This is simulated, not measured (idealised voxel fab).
process module | voxel capacitor over wiring
cross-section cut | 160 nm wide | cells 5 nm
A cross-section is a grid of square cells, given in bands from the top down. A band is one or more rows of cells.
Each band's line starts with the height of the band's top and of its bottom, in nm. Then come its materials from left to right, each with its width in nm. One material with "throughout" fills the band from edge to edge. "air" is empty space.
Height 0 is the level under which the wafer as received is all one material. The lowest band goes on downwards, as in "0 down".
A width such as "30 to 40" changes by the same amount from each row of cells to the next, from the band's top row to its bottom row.
"no change" after a step means that no cell of the cross-section changed.
closed voids: empty space of 8 cells or more with no open way to the top, each as width x height at its distance from the left edge, in nm
after a step's settings: what the simulator itself notes on the step
overlay nm, on a step with a mask: how far to the right of its planned place the mask lay; to the left if negative
plan
1 op RECEIVE | material Si
2 op CONFORMAL_DEP | material SiO2 | thk nm 15
3 op DIRECTIONAL_DEP | material TiN | thk nm 5
4 op DIRECTIONAL_DEP | material W | thk nm 20
5 op DIRECTIONAL_DEP | material aC | thk nm 15
6 op PATTERN | tone cover | mask id METAL_1 | material resist | width nm 30 | pitch nm 95 | thk nm 30 | overlay nm 0
7 op DIRECTIONAL_ETCH | etch materials aC | depth nm 15
8 op STRIP | etch materials resist
9 op DIRECTIONAL_ETCH | etch materials W | depth nm 20
10 op DIRECTIONAL_ETCH | etch materials TiN | depth nm 5
11 op STRIP | etch materials aC
12 op FILL_DEP | material lowk | thk nm 10
13 op CMP | height nm 40
14 op CONFORMAL_DEP | material SiCN | thk nm 5
15 op DIRECTIONAL_DEP | material SiO2 | thk nm 20
16 op PATTERN | tone open | mask id PLUG_1 | material resist | width nm 15 | thk nm 15 | overlay nm 0
17 op DIRECTIONAL_ETCH | etch materials SiO2 | depth nm 20
18 op DIRECTIONAL_ETCH | etch materials SiCN | depth nm 5
19 op STRIP | etch materials resist
20 op CONFORMAL_DEP | material TiN | thk nm 5
21 op FILL_DEP | material Cu | thk nm 10
22 op CMP | height nm 65
23 op DIRECTIONAL_DEP | material TiN | thk nm 10
24 op DIRECTIONAL_DEP | material SiN | thk nm 5
25 op DIRECTIONAL_DEP | material TiN | thk nm 5
26 op PATTERN | tone cover | mask id UPPER_PLATE | material resist | width nm 70 | thk nm 15 | overlay nm 0
27 op DIRECTIONAL_ETCH | etch materials TiN | depth nm 5
28 op DIRECTIONAL_ETCH | etch materials SiN | depth nm 5
29 op STRIP | etch materials resist
30 op PATTERN | tone cover | mask id LOWER_PLATE | material resist | width nm 80 | thk nm 15 | overlay nm 0
31 op DIRECTIONAL_ETCH | etch materials TiN | depth nm 10
32 op STRIP | etch materials resist
33 op FILL_DEP | material SiO2 | thk nm 20
34 op CMP | height nm 100
35 op MASKED_ETCH | tone open | mask id PLUG_2 | width nm 15 | etch materials SiO2 | depth nm 15 | overlay nm 0
36 op CONFORMAL_DEP | material TiN | thk nm 5
37 op FILL_DEP | material Ru | thk nm 10
38 op CMP | height nm 100
39 op CONFORMAL_DEP | material SiCN | thk nm 5
first wafer, as planned
as received, after step 1
  0 down: Si throughout
  closed voids: none
after step 2
  15 to 0: SiO2 throughout
  below 0: unchanged
after step 3
  20 to 15: TiN throughout
  below 15: unchanged
after step 4
  40 to 20: W throughout
  below 20: unchanged
after step 5
  55 to 40: aC throughout
  below 40: unchanged
after step 6
  85 to 55: air 15 | resist 30 | air 65 | resist 30 | air 20
  below 55: unchanged
after step 7
  70 to 55: air 15 | resist 30 | air 65 | resist 30 | air 20
  55 to 40: air 15 | aC 30 | air 65 | aC 30 | air 20
  below 40: unchanged
after step 8
  55 to 40: air 15 | aC 30 | air 65 | aC 30 | air 20
  below 40: unchanged
after step 9
  55 to 40: air 15 | aC 30 | air 65 | aC 30 | air 20
  40 to 20: air 15 | W 30 | air 65 | W 30 | air 20
  below 20: unchanged
after step 10
  55 to 40: air 15 | aC 30 | air 65 | aC 30 | air 20
  40 to 20: air 15 | W 30 | air 65 | W 30 | air 20
  20 to 15: air 15 | TiN 30 | air 65 | TiN 30 | air 20
  below 15: unchanged
after step 11
  40 to 20: air 15 | W 30 | air 65 | W 30 | air 20
  below 20: unchanged
after step 12
  50 to 40: lowk throughout
  40 to 20: lowk 15 | W 30 | lowk 65 | W 30 | lowk 20
  20 to 15: lowk 15 | TiN 30 | lowk 65 | TiN 30 | lowk 20
  below 15: unchanged
after step 13
  40 to 20: lowk 15 | W 30 | lowk 65 | W 30 | lowk 20
  below 20: unchanged
after step 14
  45 to 40: SiCN throughout
  below 40: unchanged
after step 15
  65 to 45: SiO2 throughout
  below 45: unchanged
after step 16
  80 to 65: resist 30 | air 15 | resist 115
  below 65: unchanged
after step 17
  80 to 65: resist 30 | air 15 | resist 115
  65 to 45: SiO2 30 | air 15 | SiO2 115
  below 45: unchanged
after step 18
  80 to 65: resist 30 | air 15 | resist 115
  65 to 45: SiO2 30 | air 15 | SiO2 115
  45 to 40: SiCN 30 | air 15 | SiCN 115
  below 40: unchanged
after step 19
  65 to 45: SiO2 30 | air 15 | SiO2 115
  below 45: unchanged
after step 20
  70 to 65: TiN 35 | air 5 | TiN 120
  65 to 45: SiO2 30 | TiN 5 | air 5 | TiN 5 | SiO2 115
  45 to 40: SiCN 30 | TiN 15 | SiCN 115
  below 40: unchanged
after step 21
  80 to 70: Cu throughout
  70 to 65: TiN 35 | Cu 5 | TiN 120
  65 to 45: SiO2 30 | TiN 5 | Cu 5 | TiN 5 | SiO2 115
  below 45: unchanged
after step 22
  65 to 45: SiO2 30 | TiN 5 | Cu 5 | TiN 5 | SiO2 115
  below 45: unchanged
after step 23
  75 to 65: TiN throughout
  below 65: unchanged
after step 24
  80 to 75: SiN throughout
  below 75: unchanged
after step 25
  85 to 80: TiN throughout
  below 80: unchanged
after step 26
  100 to 85: air 30 | resist 70 | air 60
  below 85: unchanged
after step 27
  100 to 85: air 30 | resist 70 | air 60
  85 to 80: air 30 | TiN 70 | air 60
  below 80: unchanged
after step 28
  100 to 85: air 30 | resist 70 | air 60
  85 to 80: air 30 | TiN 70 | air 60
  80 to 75: air 30 | SiN 70 | air 60
  below 75: unchanged
after step 29
  85 to 80: air 30 | TiN 70 | air 60
  below 80: unchanged
after step 30
  100 to 85: air 25 | resist 80 | air 55
  85 to 80: air 25 | resist 5 | TiN 70 | resist 5 | air 55
  80 to 75: air 25 | resist 5 | SiN 70 | resist 5 | air 55
  below 75: unchanged
after step 31
  100 to 85: air 25 | resist 80 | air 55
  85 to 80: air 25 | resist 5 | TiN 70 | resist 5 | air 55
  80 to 75: air 25 | resist 5 | SiN 70 | resist 5 | air 55
  75 to 65: air 25 | TiN 80 | air 55
  below 65: unchanged
after step 32
  85 to 80: air 30 | TiN 70 | air 60
  80 to 75: air 30 | SiN 70 | air 60
  below 75: unchanged
after step 33
  105 to 85: SiO2 throughout
  85 to 80: SiO2 30 | TiN 70 | SiO2 60
  80 to 75: SiO2 30 | SiN 70 | SiO2 60
  75 to 65: SiO2 25 | TiN 80 | SiO2 55
  below 65: unchanged
after step 34
  100 to 85: SiO2 throughout
  below 85: unchanged
after step 35
  100 to 85: SiO2 40 | air 15 | SiO2 105
  below 85: unchanged
after step 36
  105 to 100: TiN 45 | air 5 | TiN 110
  100 to 90: SiO2 40 | TiN 5 | air 5 | TiN 5 | SiO2 105
  90 to 80: SiO2 40 to 30 | TiN 15 to 70 | SiO2 105 to 60
  below 80: unchanged
after step 37
  115 to 105: Ru throughout
  105 to 100: TiN 45 | Ru 5 | TiN 110
  100 to 90: SiO2 40 | TiN 5 | Ru 5 | TiN 5 | SiO2 105
  below 90: unchanged
after step 38
  100 to 90: SiO2 40 | TiN 5 | Ru 5 | TiN 5 | SiO2 105
  below 90: unchanged
after step 39
  105 to 100: SiCN throughout
  below 100: unchanged
second wafer: like start, like plan, one mistake. Through step 29 it matches the first wafer
when step 30 should have ended
  100 to 85: air 20 | resist 90 | air 50
  85 to 80: air 20 | resist 10 | TiN 70 | resist 10 | air 50
  80 to 75: air 20 | resist 10 | SiN 70 | resist 10 | air 50
  below 75: unchanged
when step 31 should have ended
  100 to 85: air 20 | resist 90 | air 50
  85 to 80: air 20 | resist 10 | TiN 70 | resist 10 | air 50
  80 to 75: air 20 | resist 10 | SiN 70 | resist 10 | air 50
  75 to 65: air 20 | TiN 90 | air 50
  below 65: unchanged
when step 32 should have ended
  85 to 80: air 30 | TiN 70 | air 60
  80 to 75: air 30 | SiN 70 | air 60
  below 75: unchanged
when step 33 should have ended
  105 to 85: SiO2 throughout
  85 to 80: SiO2 30 | TiN 70 | SiO2 60
  80 to 75: SiO2 30 | SiN 70 | SiO2 60
  75 to 65: SiO2 20 | TiN 90 | SiO2 50
  below 65: unchanged
when step 34 should have ended
  100 to 85: SiO2 throughout
  below 85: unchanged
when step 35 should have ended
  100 to 85: SiO2 40 | air 15 | SiO2 105
  below 85: unchanged
when step 36 should have ended
  105 to 100: TiN 45 | air 5 | TiN 110
  100 to 90: SiO2 40 | TiN 5 | air 5 | TiN 5 | SiO2 105
  90 to 80: SiO2 40 to 30 | TiN 15 to 70 | SiO2 105 to 60
  below 80: unchanged
when step 37 should have ended
  115 to 105: Ru throughout
  105 to 100: TiN 45 | Ru 5 | TiN 110
  100 to 90: SiO2 40 | TiN 5 | Ru 5 | TiN 5 | SiO2 105
  below 90: unchanged
when step 38 should have ended
  100 to 90: SiO2 40 | TiN 5 | Ru 5 | TiN 5 | SiO2 105
  below 90: unchanged
when step 39 should have ended
  105 to 100: SiCN throughout
  below 100: unchanged
what went wrong: step 30 ran as: op PATTERN | tone cover | mask id LOWER_PLATE | material resist | width nm 90 | thk nm 15 | overlay nm 0
at the end the second wafer has, in cells: 4 fewer of SiO2 | 4 more of TiN
